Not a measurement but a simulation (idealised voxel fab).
Process module under the name voxel self aligned vias
cross-section cut | 190 nm wide | cells 5 nm
Heads up, the way a cross-section reads in here is a grid of square cells, handed over as bands from the top down, with every band being one or more rows of cells. Quick guide to a band line: top height, bottom height (nm) up front; then every material left to right with its width in nm. Only one material and it's marked "full width"? Then it fills the band edge to edge. And "empty" just means empty space. All heights in this document are referenced to 0, defined as the level beneath which the wafer, as received, consists entirely of one material. The lowest band is not bounded below; it extends indefinitely downward and is written in the form "top 0, no bottom". A width such as "30->40" changes by the same amount from each row of cells to the next, from the band's top row to its bottom row. It should be understood that the words "nothing changed", when stated for a given step, signify that the cross-section underwent no change in any of its cells during that step. What "Enclosed internal voids" gives you is every empty space of 8 cells or more that is cut off from the top. Each appears as width x height at distance, with the distance taken from the left edge and width, height and distance all in nm. That trailing text on a step's line, after the settings, is the simulator's own remark on the step. The optional step-line setting "overlay nm" applies to steps with a mask and quantifies how far to the right of its planned location the mask lay, a negative value indicating leftward placement.

-- Process steps - plan
1) RECEIVE (material Si)
2) CONFORMAL_DEP (material SiO2; thk nm 15)
3) CONFORMAL_DEP (material SiCN; thk nm 5)
4) DIRECTIONAL_DEP (material lowk; thk nm 20)
5) MASKED_ETCH (tone open; mask id LINES; width nm 25; pitch nm 70; etch materials lowk; depth nm 20; overlay nm 0)
6) CONFORMAL_DEP (material TiN; thk nm 5)
7) FILL_DEP (material W; thk nm 5)
8) CMP (height nm 40)
9) SELECTIVE_ETCH (etch materials W Ru TiN; depth nm 5)
10) FILL_DEP (material SiN; thk nm 10)
11) CMP (height nm 40)
12) DIRECTIONAL_DEP (material lowk; thk nm 15)
13) DIRECTIONAL_DEP (material aC; thk nm 10)
14) PATTERN (tone open; mask id VIAS; material resist; width nm 45; thk nm 25; overlay nm 0)
15) DIRECTIONAL_ETCH (etch materials aC; depth nm 10)
16) STRIP (etch materials resist)
17) DIRECTIONAL_ETCH (etch materials lowk; depth nm 15)
18) DIRECTIONAL_ETCH (etch materials SiN; depth nm 5)
19) STRIP (etch materials aC)
20) CONFORMAL_DEP (material TiN; thk nm 5)
21) FILL_DEP (material Cu; thk nm 10)
22) CMP (height nm 55)
23) CONFORMAL_DEP (material SiN; thk nm 5)

-- Cross-section of the wafer at receipt, which is the condition after step 1
top 0, no bottom | Si full width
Enclosed internal voids: none

-- Cross-section, end of module. Start: as above. Plan: as above. Execution: one mistake
top 60, bottom 55 | SiN full width
top 55, bottom 45 | 35 nm lowk / 5 nm TiN / 35 nm Cu / 5 nm TiN / 110 nm lowk
top 45, bottom 40 | 35 nm lowk / 15 nm TiN / 15 nm Cu / 15 nm TiN / 110 nm lowk
top 40, bottom 35 | 45 nm lowk / 25 nm TiN / 45 nm lowk / 25 nm SiN / 50 nm lowk
top 35, bottom 25 | 45 nm lowk / 5 nm TiN / 15 nm W / 5 nm TiN / 45 nm lowk / 5 nm TiN / 15 nm W / 5 nm TiN / 50 nm lowk
top 25, bottom 20 | 45 nm lowk / 25 nm TiN / 45 nm lowk / 25 nm TiN / 50 nm lowk
top 20, bottom 5 | SiO2 full width
top 5, bottom 0 | SiCN full width
top 0, no bottom | Si full width
Enclosed internal voids: none
Deviation noted in wafer processing: mixed up steps 2 and 3 - ran each in the other's place
